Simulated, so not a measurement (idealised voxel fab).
A process module follows: voxel tone inversion.
Section cut is 275 nm wide and gridded with 5 nm square cells.
Reading order for cross-sections: top band down to bottom band. Underlying form: a grid of square cells. Band size: one or more rows of cells. Within each band entry, the heights of the top and of the bottom of the band appear first, in that order and in nm; the materials of the band then follow from left to right, each with its corresponding width in nm. The designation "throughout" on a single material indicates that it fills the band from edge to edge; the designation "blank" indicates empty space. Convention: height 0 is the level below which the wafer, as received, is all one material. The lowest band does not terminate at the bottom but continues downward, represented as "0 down". Note: "30..40" means the width goes from the first number (top row of the band) to the second number (bottom row) in equal steps per row of cells. Basically "no modifications" means that step didn't change any cell in the cross-section. Entry "Fully enclosed voids" = empty spaces >= 8 cells with no open way to the top; each as width x height at distance, distance from left edge, all nm. Past the settings on a step's line: simulator remark, on that step. overlay nm, on a step with a mask: how far to the right of its planned place the mask lay; to the left if negative.
THE PROCESS STEPS THAT WERE PLANNED ARE LISTED BELOW
1,RECEIVE: material Si
2,CONFORMAL_DEP: material SiN, thk nm 5
3,DIRECTIONAL_DEP: material polySi, thk nm 20
4,PATTERN: tone cover, mask id POSTS, material resist, width nm 15, pitch nm 40, thk nm 25, overlay nm 0
5,DIRECTIONAL_ETCH: etch materials polySi, depth nm 20
6,STRIP: etch materials resist
7,FILL_DEP: material lowk, thk nm 5
8,CMP: height nm 25
9,STRIP: etch materials polySi
10,CONFORMAL_DEP: material TiN, thk nm 5
11,FILL_DEP: material Ru, thk nm 10
12,CMP: height nm 25
13,CONFORMAL_DEP: material SiCN, thk nm 5
CROSS-SECTIONAL VIEW OF THE WAFER IN ITS AS-RECEIVED CONDITION, CORRESPONDING TO THE STATE AFTER STEP 1
- 0 down  Si throughout
- Fully enclosed voids: none
FINAL WAFER PROFILE IN CROSS-SECTION AFTER THE MODULE, FROM THE SAME START AND PLAN AS ABOVE, WITH ONE MISTAKE MADE DURING PROCESSING
- 30 to 25  SiCN throughout
- 25 to 10  Ru (65) / TiN (5) / lowk (15) / TiN (5) / Ru (15) / TiN (5) / lowk (15) / TiN (5) / Ru (15) / TiN (5) / lowk (15) / TiN (5) / Ru (15) / TiN (5) / lowk (15) / TiN (5) / Ru (65)
- 10 to 5  TiN (70) / lowk (15) / TiN (25) / lowk (15) / TiN (25) / lowk (15) / TiN (25) / lowk (15) / TiN (70)
- 5 to 0  SiN throughout
- 0 down  Si throughout
- Fully enclosed voids: none
what went wrong: heads up, step 4 didn't go per plan, it actually ran as PATTERN: tone open, mask id POSTS, material resist, width nm 15, pitch nm 40, thk nm 25, overlay nm 0
